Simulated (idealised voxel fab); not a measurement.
process module | voxel gate over fins
cross-section cut | 290 nm wide | cells 5 nm
A cross-section is a grid of square cells, given in bands from the top down. A band is one or more rows of cells.
Each band's line starts with the height of the band's top and of its bottom, in nm. Then come its materials from left to right, each with its width in nm. One material with "throughout" fills the band from edge to edge. "air" is empty space.
Height 0 is the level under which the wafer as received is all one material. The lowest band goes on downwards, as in "0 down".
A width such as "30 to 40" changes by the same amount from each row of cells to the next, from the band's top row to its bottom row.
"no change" after a step means that no cell of the cross-section changed.
closed voids: empty space of 8 cells or more with no open way to the top, each as width x height at its distance from the left edge, in nm
after a step's settings: what the simulator itself notes on the step
overlay nm, on a step with a mask: how far to the right of its planned place the mask lay; to the left if negative
plan
1 op RECEIVE | material Si
2 op CONFORMAL_DEP | material SiN | thk nm 5
3 op MASKED_ETCH | tone cover | mask id FINS | width nm 15 | pitch nm 40 | etch materials SiN | depth nm 5 | overlay nm 0
4 op MASKED_ETCH | tone cover | mask id FINS | width nm 15 | pitch nm 40 | etch materials Si | depth nm 30 | overlay nm 0
5 op FILL_DEP | material SiO2 | thk nm 10
6 op CMP | height nm 5
7 op SELECTIVE_ETCH | etch materials SiO2 | depth nm 15
8 op STRIP | etch materials SiN
9 op CONFORMAL_DEP | material HfO2 | thk nm 5
10 op CONFORMAL_DEP | material TiN | thk nm 5
11 op CONFORMAL_DEP | material TiAl | thk nm 5
12 op CONFORMAL_DEP | material TiN | thk nm 5
13 op FILL_DEP | material W | thk nm 10
14 op CMP | height nm 25
15 op CONFORMAL_DEP | material SiCN | thk nm 10
first wafer, as planned
as received, after step 1
  0 down: Si throughout
  closed voids: none
after step 2
  5 to 0: SiN throughout
  below 0: unchanged
after step 3
  5 to 0: air 115 | SiN 15 | air 25 | SiN 15 | air 120
  below 0: unchanged
after step 4
  5 to 0: air 115 | SiN 15 | air 25 | SiN 15 | air 120
  0 to -30: air 115 | Si 15 | air 25 | Si 15 | air 120
  below -30: unchanged
after step 5
  15 to 5: SiO2 throughout
  5 to 0: SiO2 115 | SiN 15 | SiO2 25 | SiN 15 | SiO2 120
  0 to -30: SiO2 115 | Si 15 | SiO2 25 | Si 15 | SiO2 120
  below -30: unchanged
after step 6
  5 to 0: SiO2 115 | SiN 15 | SiO2 25 | SiN 15 | SiO2 120
  below 0: unchanged
after step 7
  5 to 0: air 115 | SiN 15 | air 25 | SiN 15 | air 120
  0 to -10: air 115 | Si 15 | air 25 | Si 15 | air 120
  below -10: unchanged
after step 8
  0 to -10: air 115 | Si 15 | air 25 | Si 15 | air 120
  below -10: unchanged
after step 9
  5 to 0: air 110 | HfO2 25 | air 15 | HfO2 25 | air 115
  0 to -5: air 110 | HfO2 5 | Si 15 | HfO2 5 | air 15 | HfO2 5 | Si 15 | HfO2 5 | air 115
  -5 to -10: HfO2 115 | Si 15 | HfO2 25 | Si 15 | HfO2 120
  below -10: unchanged
after step 10
  10 to 5: air 105 | TiN 35 | air 5 | TiN 35 | air 110
  5 to 0: air 105 | TiN 5 | HfO2 25 | TiN 5 | air 5 | TiN 5 | HfO2 25 | TiN 5 | air 110
  0 to -5: TiN 110 | HfO2 5 | Si 15 | HfO2 5 | TiN 15 | HfO2 5 | Si 15 | HfO2 5 | TiN 115
  below -5: unchanged
after step 11
  15 to 10: air 100 | TiAl 85 | air 105
  10 to 5: air 100 | TiAl 5 | TiN 35 | TiAl 5 | TiN 35 | TiAl 5 | air 105
  5 to 0: TiAl 105 | TiN 5 | HfO2 25 | TiN 5 | TiAl 5 | TiN 5 | HfO2 25 | TiN 5 | TiAl 110
  below 0: unchanged
after step 12
  20 to 15: air 95 | TiN 95 | air 100
  15 to 10: air 95 | TiN 5 | TiAl 85 | TiN 5 | air 100
  10 to 5: TiN 100 | TiAl 5 | TiN 35 | TiAl 5 | TiN 35 | TiAl 5 | TiN 105
  below 5: unchanged
after step 13
  30 to 20: W throughout
  20 to 15: W 95 | TiN 95 | W 100
  15 to 10: W 95 | TiN 5 | TiAl 85 | TiN 5 | W 100
  below 10: unchanged
after step 14
  25 to 20: W throughout
  below 20: unchanged
after step 15
  35 to 25: SiCN throughout
  below 25: unchanged
second wafer: like start, like plan, one mistake. Through step 10 it matches the first wafer
when step 11 should have ended
  25 to 15: air 90 | TiAl 105 | air 95
  15 to 10: TiAl throughout
  10 to 5: TiAl 105 | TiN 35 | TiAl 5 | TiN 35 | TiAl 110
  5 to 0: TiAl 105 | TiN 5 | HfO2 25 | TiN 5 | TiAl 5 | TiN 5 | HfO2 25 | TiN 5 | TiAl 110
  below 0: unchanged
when step 12 should have ended
  30 to 25: air 85 | TiN 115 | air 90
  25 to 20: air 85 | TiN 5 | TiAl 105 | TiN 5 | air 90
  20 to 15: TiN 90 | TiAl 105 | TiN 95
  below 15: unchanged
when step 13 should have ended
  40 to 30: W throughout
  30 to 25: W 85 | TiN 115 | W 90
  25 to 20: W 85 | TiN 5 | TiAl 105 | TiN 5 | W 90
  below 20: unchanged
when step 14 should have ended
  25 to 20: W 85 | TiN 5 | TiAl 105 | TiN 5 | W 90
  below 20: unchanged
when step 15 should have ended
  35 to 25: SiCN throughout
  below 25: unchanged
what went wrong: step 11 ran as: op CONFORMAL_DEP | material TiAl | thk nm 15
at the end the second wafer has, in cells: 124 more of TiAl | 23 fewer of TiN | 101 fewer of W
